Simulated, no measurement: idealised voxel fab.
The following process module bears the name voxel wiring stack.
The cross-section shown here is cut; it is 160 nm wide and divided into square cells measuring 5 nm on a side.
Each cross-section below is a grid of square cells, stated as bands in top-down order, with one or more rows of cells making up each band. It is stipulated that each band's entry specify, in nanometres, the height of the top of the band and then that of its bottom, followed by the materials of the band in left-to-right sequence, each together with its width in nanometres. A single material marked by the word "full width" is understood to fill the band from edge to edge; the word "air" is understood to denote empty space. Height reference: 0 = level under which incoming wafer is all one material. Lowest band: no bottom, runs on downward, e.g. "top 0, no bottom". The expression "30->40" gives the width at the extremes of the band, the first number at its top row of cells and the second at its bottom row, with the width changing by equal amounts from each row to the next in between. What does "nothing got changed" mean for a step? It means no cell of the cross-section changed in that step. "Enclosed internal voids" lists enclosed empty spaces (at least 8 cells, no open path upward to the top), each as width x height at distance from the left edge, in nm. On a step's line, text after the settings is the simulator commenting on that step. The optional step-line setting "overlay nm" applies to steps with a mask and quantifies how far to the right of its planned location the mask lay, a negative value indicating leftward placement.
# Process steps - plan
- 1: RECEIVE: material Si
- 2: CONFORMAL_DEP: material SiO2, thk nm 15
- 3: DIRECTIONAL_DEP: material TiN, thk nm 5
- 4: DIRECTIONAL_DEP: material W, thk nm 15
- 5: DIRECTIONAL_DEP: material aC, thk nm 10
- 6: PATTERN: tone cover, mask id METAL_1, material resist, width nm 20, pitch nm 45, thk nm 25, overlay nm 0
- 7: DIRECTIONAL_ETCH: etch materials aC, depth nm 10
- 8: STRIP: etch materials resist
- 9: DIRECTIONAL_ETCH: etch materials W, depth nm 15
- 10: DIRECTIONAL_ETCH: etch materials TiN, depth nm 5
- 11: STRIP: etch materials aC
- 12: CONFORMAL_DEP: material SiN, thk nm 5
- 13: FILL_DEP: material lowk, thk nm 10
- 14: CMP: height nm 35
- 15: CONFORMAL_DEP: material SiCN, thk nm 5
- 16: DIRECTIONAL_DEP: material lowk, thk nm 20
- 17: PATTERN: tone open, mask id PLUG_1, material resist, width nm 15, thk nm 15, overlay nm 0
- 18: DIRECTIONAL_ETCH: etch materials lowk, depth nm 20
- 19: DIRECTIONAL_ETCH: etch materials SiCN, depth nm 5
- 20: STRIP: etch materials resist
- 21: CONFORMAL_DEP: material TiN, thk nm 5
- 22: FILL_DEP: material W, thk nm 5
- 23: CMP: height nm 60
- 24: CONFORMAL_DEP: material SiN, thk nm 5
- 25: DIRECTIONAL_DEP: material lowk, thk nm 20
- 26: PATTERN: tone open, mask id METAL_2, material resist, width nm 20, pitch nm 45, thk nm 15, overlay nm 0
- 27: DIRECTIONAL_ETCH: etch materials lowk, depth nm 20
- 28: DIRECTIONAL_ETCH: etch materials SiN, depth nm 5
- 29: STRIP: etch materials resist
- 30: CONFORMAL_DEP: material TiN, thk nm 5
- 31: FILL_DEP: material Ru, thk nm 5
- 32: CMP: height nm 85
- 33: CONFORMAL_DEP: material SiCN, thk nm 5
- 34: DIRECTIONAL_DEP: material lowk, thk nm 10
- 35: MASKED_ETCH: tone open, mask id PLUG_2, width nm 15, pitch nm 45, etch materials lowk, depth nm 10, overlay nm 0
- 36: MASKED_ETCH: tone open, mask id PLUG_2, width nm 15, pitch nm 45, etch materials SiCN, depth nm 5, overlay nm 0
- 37: EPI: material Ru, thk nm 10
- 38: EPI: material Ru, thk nm 5
- 39: CONFORMAL_DEP: material SiCN, thk nm 5
- 40: DIRECTIONAL_DEP: material SiO2, thk nm 20
- 41: PATTERN: tone open, mask id METAL_3, material resist, width nm 20, pitch nm 45, thk nm 20, overlay nm 0
- 42: DIRECTIONAL_ETCH: etch materials SiO2, depth nm 20
- 43: DIRECTIONAL_ETCH: etch materials SiCN, depth nm 5
- 44: STRIP: etch materials resist
- 45: CONFORMAL_DEP: material TiN, thk nm 5
- 46: FILL_DEP: material Cu, thk nm 5
- 47: CMP: height nm 125
- 48: EPI: material Ru, thk nm 5
- 49: FILL_DEP: material SiCN, thk nm 5
# Account of the first of two wafers, which was processed as intended
# Wafer at receipt (post step 1), cross-section
    top 0, no bottom  Si full width
    Enclosed internal voids: none
# After step 2: wafer cross-section
    top 15, bottom 0  SiO2 full width
    For the remainder of the cross-section, below 0, there is no change.
# After step 3: wafer cross-section
    top 20, bottom 15  TiN full width
    For the remainder of the cross-section, below 15, there is no change.
# After step 4: wafer cross-section
    top 35, bottom 20  W full width
    For the remainder of the cross-section, below 20, there is no change.
# After step 5: wafer cross-section
    top 45, bottom 35  aC full width
    For the remainder of the cross-section, below 35, there is no change.
# After step 6: wafer cross-section
    top 70, bottom 45  air 45, then resist 20, then air 25, then resist 20, then air 50
    For the remainder of the cross-section, below 45, there is no change.
# After step 7: wafer cross-section
    top 60, bottom 45  air 45, then resist 20, then air 25, then resist 20, then air 50
    top 45, bottom 35  air 45, then aC 20, then air 25, then aC 20, then air 50
    For the remainder of the cross-section, below 35, there is no change.
# After step 8: wafer cross-section
    top 45, bottom 35  air 45, then aC 20, then air 25, then aC 20, then air 50
    For the remainder of the cross-section, below 35, there is no change.
# After step 9: wafer cross-section
    top 45, bottom 35  air 45, then aC 20, then air 25, then aC 20, then air 50
    top 35, bottom 20  air 45, then W 20, then air 25, then W 20, then air 50
    For the remainder of the cross-section, below 20, there is no change.
# After step 10: wafer cross-section
    top 45, bottom 35  air 45, then aC 20, then air 25, then aC 20, then air 50
    top 35, bottom 20  air 45, then W 20, then air 25, then W 20, then air 50
    top 20, bottom 15  air 45, then TiN 20, then air 25, then TiN 20, then air 50
    For the remainder of the cross-section, below 15, there is no change.
# After step 11: wafer cross-section
    top 35, bottom 20  air 45, then W 20, then air 25, then W 20, then air 50
    For the remainder of the cross-section, below 20, there is no change.
# After step 12: wafer cross-section
    top 40, bottom 35  air 40, then SiN 30, then air 15, then SiN 30, then air 45
    top 35, bottom 20  air 40, then SiN 5, then W 20, then SiN 5, then air 15, then SiN 5, then W 20, then SiN 5, then air 45
    top 20, bottom 15  SiN 45, then TiN 20, then SiN 25, then TiN 20, then SiN 50
    For the remainder of the cross-section, below 15, there is no change.
# After step 13: wafer cross-section
    top 50, bottom 40  lowk full width
    top 40, bottom 35  lowk 40, then SiN 30, then lowk 15, then SiN 30, then lowk 45
    top 35, bottom 20  lowk 40, then SiN 5, then W 20, then SiN 5, then lowk 15, then SiN 5, then W 20, then SiN 5, then lowk 45
    For the remainder of the cross-section, below 20, there is no change.
# After step 14: wafer cross-section
    top 35, bottom 20  lowk 40, then SiN 5, then W 20, then SiN 5, then lowk 15, then SiN 5, then W 20, then SiN 5, then lowk 45
    For the remainder of the cross-section, below 20, there is no change.
# After step 15: wafer cross-section
    top 40, bottom 35  SiCN full width
    For the remainder of the cross-section, below 35, there is no change.
# After step 16: wafer cross-section
    top 60, bottom 40  lowk full width
    For the remainder of the cross-section, below 40, there is no change.
# After step 17: wafer cross-section
    top 75, bottom 60  resist 45, then air 15, then resist 100
    For the remainder of the cross-section, below 60, there is no change.
# After step 18: wafer cross-section
    top 75, bottom 60  resist 45, then air 15, then resist 100
    top 60, bottom 40  lowk 45, then air 15, then lowk 100
    For the remainder of the cross-section, below 40, there is no change.
# After step 19: wafer cross-section
    top 75, bottom 60  resist 45, then air 15, then resist 100
    top 60, bottom 40  lowk 45, then air 15, then lowk 100
    top 40, bottom 35  SiCN 45, then air 15, then SiCN 100
    For the remainder of the cross-section, below 35, there is no change.
# After step 20: wafer cross-section
    top 60, bottom 40  lowk 45, then air 15, then lowk 100
    For the remainder of the cross-section, below 40, there is no change.
# After step 21: wafer cross-section
    top 65, bottom 60  TiN 50, then air 5, then TiN 105
    top 60, bottom 40  lowk 45, then TiN 5, then air 5, then TiN 5, then lowk 100
    top 40, bottom 35  SiCN 45, then TiN 15, then SiCN 100
    For the remainder of the cross-section, below 35, there is no change.
# After step 22: wafer cross-section
    top 70, bottom 65  W full width
    top 65, bottom 60  TiN 50, then W 5, then TiN 105
    top 60, bottom 40  lowk 45, then TiN 5, then W 5, then TiN 5, then lowk 100
    For the remainder of the cross-section, below 40, there is no change.
# After step 23: wafer cross-section
    top 60, bottom 40  lowk 45, then TiN 5, then W 5, then TiN 5, then lowk 100
    For the remainder of the cross-section, below 40, there is no change.
# After step 24: wafer cross-section
    top 65, bottom 60  SiN full width
    For the remainder of the cross-section, below 60, there is no change.
# After step 25: wafer cross-section
    top 85, bottom 65  lowk full width
    For the remainder of the cross-section, below 65, there is no change.
# After step 26: wafer cross-section
    top 100, bottom 85  resist 45, then air 20, then resist 25, then air 20, then resist 50
    For the remainder of the cross-section, below 85, there is no change.
# After step 27: wafer cross-section
    top 100, bottom 85  resist 45, then air 20, then resist 25, then air 20, then resist 50
    top 85, bottom 65  lowk 45, then air 20, then lowk 25, then air 20, then lowk 50
    For the remainder of the cross-section, below 65, there is no change.
# After step 28: wafer cross-section
    top 100, bottom 85  resist 45, then air 20, then resist 25, then air 20, then resist 50
    top 85, bottom 65  lowk 45, then air 20, then lowk 25, then air 20, then lowk 50
    top 65, bottom 60  SiN 45, then air 20, then SiN 25, then air 20, then SiN 50
    For the remainder of the cross-section, below 60, there is no change.
# After step 29: wafer cross-section
    top 85, bottom 65  lowk 45, then air 20, then lowk 25, then air 20, then lowk 50
    For the remainder of the cross-section, below 65, there is no change.
# After step 30: wafer cross-section
    top 90, bottom 85  TiN 50, then air 10, then TiN 35, then air 10, then TiN 55
    top 85, bottom 65  lowk 45, then TiN 5, then air 10, then TiN 5, then lowk 25, then TiN 5, then air 10, then TiN 5, then lowk 50
    top 65, bottom 60  SiN 45, then TiN 20, then SiN 25, then TiN 20, then SiN 50
    For the remainder of the cross-section, below 60, there is no change.
# After step 31: wafer cross-section
    top 95, bottom 90  Ru full width
    top 90, bottom 85  TiN 50, then Ru 10, then TiN 35, then Ru 10, then TiN 55
    top 85, bottom 65  lowk 45, then TiN 5, then Ru 10, then TiN 5, then lowk 25, then TiN 5, then Ru 10, then TiN 5, then lowk 50
    For the remainder of the cross-section, below 65, there is no change.
# After step 32: wafer cross-section
    top 85, bottom 65  lowk 45, then TiN 5, then Ru 10, then TiN 5, then lowk 25, then TiN 5, then Ru 10, then TiN 5, then lowk 50
    For the remainder of the cross-section, below 65, there is no change.
# After step 33: wafer cross-section
    top 90, bottom 85  SiCN full width
    For the remainder of the cross-section, below 85, there is no change.
# After step 34: wafer cross-section
    top 100, bottom 90  lowk full width
    For the remainder of the cross-section, below 90, there is no change.
# After step 35: wafer cross-section
    top 100, bottom 90  lowk 45, then air 15, then lowk 30, then air 15, then lowk 55
    For the remainder of the cross-section, below 90, there is no change.
# After step 36: wafer cross-section
    top 100, bottom 90  lowk 45, then air 15, then lowk 30, then air 15, then lowk 55
    top 90, bottom 85  SiCN 45, then air 15, then SiCN 30, then air 15, then SiCN 55
    For the remainder of the cross-section, below 85, there is no change.
# After step 37: wafer cross-section
    top 100, bottom 95  lowk 45, then air 15, then lowk 30, then air 15, then lowk 55
    top 95, bottom 90  lowk 45, then Ru 15, then lowk 30, then Ru 15, then lowk 55
    top 90, bottom 85  SiCN 45, then Ru 15, then SiCN 30, then Ru 15, then SiCN 55
    For the remainder of the cross-section, below 85, there is no change.
# After step 38: wafer cross-section
    top 100, bottom 90  lowk 45, then Ru 15, then lowk 30, then Ru 15, then lowk 55
    For the remainder of the cross-section, below 90, there is no change.
# After step 39: wafer cross-section
    top 105, bottom 100  SiCN full width
    For the remainder of the cross-section, below 100, there is no change.
# After step 40: wafer cross-section
    top 125, bottom 105  SiO2 full width
    For the remainder of the cross-section, below 105, there is no change.
# After step 41: wafer cross-section
    top 145, bottom 125  resist 45, then air 20, then resist 25, then air 20, then resist 50
    For the remainder of the cross-section, below 125, there is no change.
# After step 42: wafer cross-section
    top 145, bottom 125  resist 45, then air 20, then resist 25, then air 20, then resist 50
    top 125, bottom 105  SiO2 45, then air 20, then SiO2 25, then air 20, then SiO2 50
    For the remainder of the cross-section, below 105, there is no change.
# After step 43: wafer cross-section
    top 145, bottom 125  resist 45, then air 20, then resist 25, then air 20, then resist 50
    top 125, bottom 105  SiO2 45, then air 20, then SiO2 25, then air 20, then SiO2 50
    top 105, bottom 100  SiCN 45, then air 20, then SiCN 25, then air 20, then SiCN 50
    For the remainder of the cross-section, below 100, there is no change.
# After step 44: wafer cross-section
    top 125, bottom 105  SiO2 45, then air 20, then SiO2 25, then air 20, then SiO2 50
    For the remainder of the cross-section, below 105, there is no change.
# After step 45: wafer cross-section
    top 130, bottom 125  TiN 50, then air 10, then TiN 35, then air 10, then TiN 55
    top 125, bottom 105  SiO2 45, then TiN 5, then air 10, then TiN 5, then SiO2 25, then TiN 5, then air 10, then TiN 5, then SiO2 50
    top 105, bottom 100  SiCN 45, then TiN 20, then SiCN 25, then TiN 20, then SiCN 50
    For the remainder of the cross-section, below 100, there is no change.
# After step 46: wafer cross-section
    top 135, bottom 130  Cu full width
    top 130, bottom 125  TiN 50, then Cu 10, then TiN 35, then Cu 10, then TiN 55
    top 125, bottom 105  SiO2 45, then TiN 5, then Cu 10, then TiN 5, then SiO2 25, then TiN 5, then Cu 10, then TiN 5, then SiO2 50
    For the remainder of the cross-section, below 105, there is no change.
# After step 47: wafer cross-section
    top 125, bottom 105  SiO2 45, then TiN 5, then Cu 10, then TiN 5, then SiO2 25, then TiN 5, then Cu 10, then TiN 5, then SiO2 50
    For the remainder of the cross-section, below 105, there is no change.
# After step 48: wafer cross-section
    top 130, bottom 125  air 40, then Ru 30, then air 15, then Ru 30, then air 45
    For the remainder of the cross-section, below 125, there is no change.
# After step 49: wafer cross-section
    top 135, bottom 130  SiCN full width
    top 130, bottom 125  SiCN 40, then Ru 30, then SiCN 15, then Ru 30, then SiCN 45
    For the remainder of the cross-section, below 125, there is no change.
# Second of two: same start, same plan, one run error; steps up to and including 16 match the first
# Cross-section of the second wafer when, according to plan, step 17 should have finished
    top 75, bottom 60  resist 50, then air 15, then resist 95
    For the remainder of the cross-section, below 60, there is no change.
# Cross-section of the second wafer when, according to plan, step 18 should have finished
    top 75, bottom 60  resist 50, then air 15, then resist 95
    top 60, bottom 40  lowk 50, then air 15, then lowk 95
    For the remainder of the cross-section, below 40, there is no change.
# Cross-section of the second wafer when, according to plan, step 19 should have finished
    top 75, bottom 60  resist 50, then air 15, then resist 95
    top 60, bottom 40  lowk 50, then air 15, then lowk 95
    top 40, bottom 35  SiCN 50, then air 15, then SiCN 95
    For the remainder of the cross-section, below 35, there is no change.
# Cross-section of the second wafer when, according to plan, step 20 should have finished
    top 60, bottom 40  lowk 50, then air 15, then lowk 95
    For the remainder of the cross-section, below 40, there is no change.
# Cross-section of the second wafer when, according to plan, step 21 should have finished
    top 65, bottom 60  TiN 55, then air 5, then TiN 100
    top 60, bottom 40  lowk 50, then TiN 5, then air 5, then TiN 5, then lowk 95
    top 40, bottom 35  SiCN 50, then TiN 15, then SiCN 95
    For the remainder of the cross-section, below 35, there is no change.
# Cross-section of the second wafer when, according to plan, step 22 should have finished
    top 70, bottom 65  W full width
    top 65, bottom 60  TiN 55, then W 5, then TiN 100
    top 60, bottom 40  lowk 50, then TiN 5, then W 5, then TiN 5, then lowk 95
    For the remainder of the cross-section, below 40, there is no change.
# Cross-section of the second wafer when, according to plan, step 23 should have finished
    top 60, bottom 40  lowk 50, then TiN 5, then W 5, then TiN 5, then lowk 95
    For the remainder of the cross-section, below 40, there is no change.
# Cross-section of the second wafer when, according to plan, step 24 should have finished
    top 65, bottom 60  SiN full width
    For the remainder of the cross-section, below 60, there is no change.
# Cross-section of the second wafer when, according to plan, step 25 should have finished
    top 85, bottom 65  lowk full width
    For the remainder of the cross-section, below 65, there is no change.
# Cross-section of the second wafer when, according to plan, step 26 should have finished
    top 100, bottom 85  resist 45, then air 20, then resist 25, then air 20, then resist 50
    For the remainder of the cross-section, below 85, there is no change.
# Cross-section of the second wafer when, according to plan, step 27 should have finished
    top 100, bottom 85  resist 45, then air 20, then resist 25, then air 20, then resist 50
    top 85, bottom 65  lowk 45, then air 20, then lowk 25, then air 20, then lowk 50
    For the remainder of the cross-section, below 65, there is no change.
# Cross-section of the second wafer when, according to plan, step 28 should have finished
    top 100, bottom 85  resist 45, then air 20, then resist 25, then air 20, then resist 50
    top 85, bottom 65  lowk 45, then air 20, then lowk 25, then air 20, then lowk 50
    top 65, bottom 60  SiN 45, then air 20, then SiN 25, then air 20, then SiN 50
    For the remainder of the cross-section, below 60, there is no change.
# Cross-section of the second wafer when, according to plan, step 29 should have finished
    top 85, bottom 65  lowk 45, then air 20, then lowk 25, then air 20, then lowk 50
    For the remainder of the cross-section, below 65, there is no change.
# Cross-section of the second wafer when, according to plan, step 30 should have finished
    top 90, bottom 85  TiN 50, then air 10, then TiN 35, then air 10, then TiN 55
    top 85, bottom 65  lowk 45, then TiN 5, then air 10, then TiN 5, then lowk 25, then TiN 5, then air 10, then TiN 5, then lowk 50
    top 65, bottom 60  SiN 45, then TiN 20, then SiN 25, then TiN 20, then SiN 50
    For the remainder of the cross-section, below 60, there is no change.
# Cross-section of the second wafer when, according to plan, step 31 should have finished
    top 95, bottom 90  Ru full width
    top 90, bottom 85  TiN 50, then Ru 10, then TiN 35, then Ru 10, then TiN 55
    top 85, bottom 65  lowk 45, then TiN 5, then Ru 10, then TiN 5, then lowk 25, then TiN 5, then Ru 10, then TiN 5, then lowk 50
    For the remainder of the cross-section, below 65, there is no change.
# Cross-section of the second wafer when, according to plan, step 32 should have finished
    top 85, bottom 65  lowk 45, then TiN 5, then Ru 10, then TiN 5, then lowk 25, then TiN 5, then Ru 10, then TiN 5, then lowk 50
    For the remainder of the cross-section, below 65, there is no change.
# Cross-section of the second wafer when, according to plan, step 33 should have finished
    top 90, bottom 85  SiCN full width
    For the remainder of the cross-section, below 85, there is no change.
# Cross-section of the second wafer when, according to plan, step 34 should have finished
    top 100, bottom 90  lowk full width
    For the remainder of the cross-section, below 90, there is no change.
# Cross-section of the second wafer when, according to plan, step 35 should have finished
    top 100, bottom 90  lowk 45, then air 15, then lowk 30, then air 15, then lowk 55
    For the remainder of the cross-section, below 90, there is no change.
# Cross-section of the second wafer when, according to plan, step 36 should have finished
    top 100, bottom 90  lowk 45, then air 15, then lowk 30, then air 15, then lowk 55
    top 90, bottom 85  SiCN 45, then air 15, then SiCN 30, then air 15, then SiCN 55
    For the remainder of the cross-section, below 85, there is no change.
# Cross-section of the second wafer when, according to plan, step 37 should have finished
    top 100, bottom 95  lowk 45, then air 15, then lowk 30, then air 15, then lowk 55
    top 95, bottom 90  lowk 45, then Ru 15, then lowk 30, then Ru 15, then lowk 55
    top 90, bottom 85  SiCN 45, then Ru 15, then SiCN 30, then Ru 15, then SiCN 55
    For the remainder of the cross-section, below 85, there is no change.
# Cross-section of the second wafer when, according to plan, step 38 should have finished
    top 100, bottom 90  lowk 45, then Ru 15, then lowk 30, then Ru 15, then lowk 55
    For the remainder of the cross-section, below 90, there is no change.
# Cross-section of the second wafer when, according to plan, step 39 should have finished
    top 105, bottom 100  SiCN full width
    For the remainder of the cross-section, below 100, there is no change.
# Cross-section of the second wafer when, according to plan, step 40 should have finished
    top 125, bottom 105  SiO2 full width
    For the remainder of the cross-section, below 105, there is no change.
# Cross-section of the second wafer when, according to plan, step 41 should have finished
    top 145, bottom 125  resist 45, then air 20, then resist 25, then air 20, then resist 50
    For the remainder of the cross-section, below 125, there is no change.
# Cross-section of the second wafer when, according to plan, step 42 should have finished
    top 145, bottom 125  resist 45, then air 20, then resist 25, then air 20, then resist 50
    top 125, bottom 105  SiO2 45, then air 20, then SiO2 25, then air 20, then SiO2 50
    For the remainder of the cross-section, below 105, there is no change.
# Cross-section of the second wafer when, according to plan, step 43 should have finished
    top 145, bottom 125  resist 45, then air 20, then resist 25, then air 20, then resist 50
    top 125, bottom 105  SiO2 45, then air 20, then SiO2 25, then air 20, then SiO2 50
    top 105, bottom 100  SiCN 45, then air 20, then SiCN 25, then air 20, then SiCN 50
    For the remainder of the cross-section, below 100, there is no change.
# Cross-section of the second wafer when, according to plan, step 44 should have finished
    top 125, bottom 105  SiO2 45, then air 20, then SiO2 25, then air 20, then SiO2 50
    For the remainder of the cross-section, below 105, there is no change.
# Cross-section of the second wafer when, according to plan, step 45 should have finished
    top 130, bottom 125  TiN 50, then air 10, then TiN 35, then air 10, then TiN 55
    top 125, bottom 105  SiO2 45, then TiN 5, then air 10, then TiN 5, then SiO2 25, then TiN 5, then air 10, then TiN 5, then SiO2 50
    top 105, bottom 100  SiCN 45, then TiN 20, then SiCN 25, then TiN 20, then SiCN 50
    For the remainder of the cross-section, below 100, there is no change.
# Cross-section of the second wafer when, according to plan, step 46 should have finished
    top 135, bottom 130  Cu full width
    top 130, bottom 125  TiN 50, then Cu 10, then TiN 35, then Cu 10, then TiN 55
    top 125, bottom 105  SiO2 45, then TiN 5, then Cu 10, then TiN 5, then SiO2 25, then TiN 5, then Cu 10, then TiN 5, then SiO2 50
    For the remainder of the cross-section, below 105, there is no change.
# Cross-section of the second wafer when, according to plan, step 47 should have finished
    top 125, bottom 105  SiO2 45, then TiN 5, then Cu 10, then TiN 5, then SiO2 25, then TiN 5, then Cu 10, then TiN 5, then SiO2 50
    For the remainder of the cross-section, below 105, there is no change.
# Cross-section of the second wafer when, according to plan, step 48 should have finished
    top 130, bottom 125  air 40, then Ru 30, then air 15, then Ru 30, then air 45
    For the remainder of the cross-section, below 125, there is no change.
# Cross-section of the second wafer when, according to plan, step 49 should have finished
    top 135, bottom 130  SiCN full width
    top 130, bottom 125  SiCN 40, then Ru 30, then SiCN 15, then Ru 30, then SiCN 45
    For the remainder of the cross-section, below 125, there is no change.
The mistake made against the process plan was this: step 17 was not run as planned; what actually ran was PATTERN: tone open, mask id PLUG_1, material resist, width nm 15, thk nm 15, overlay nm 5
End check, second vs first wafer: material counts in cells match, positions do not.
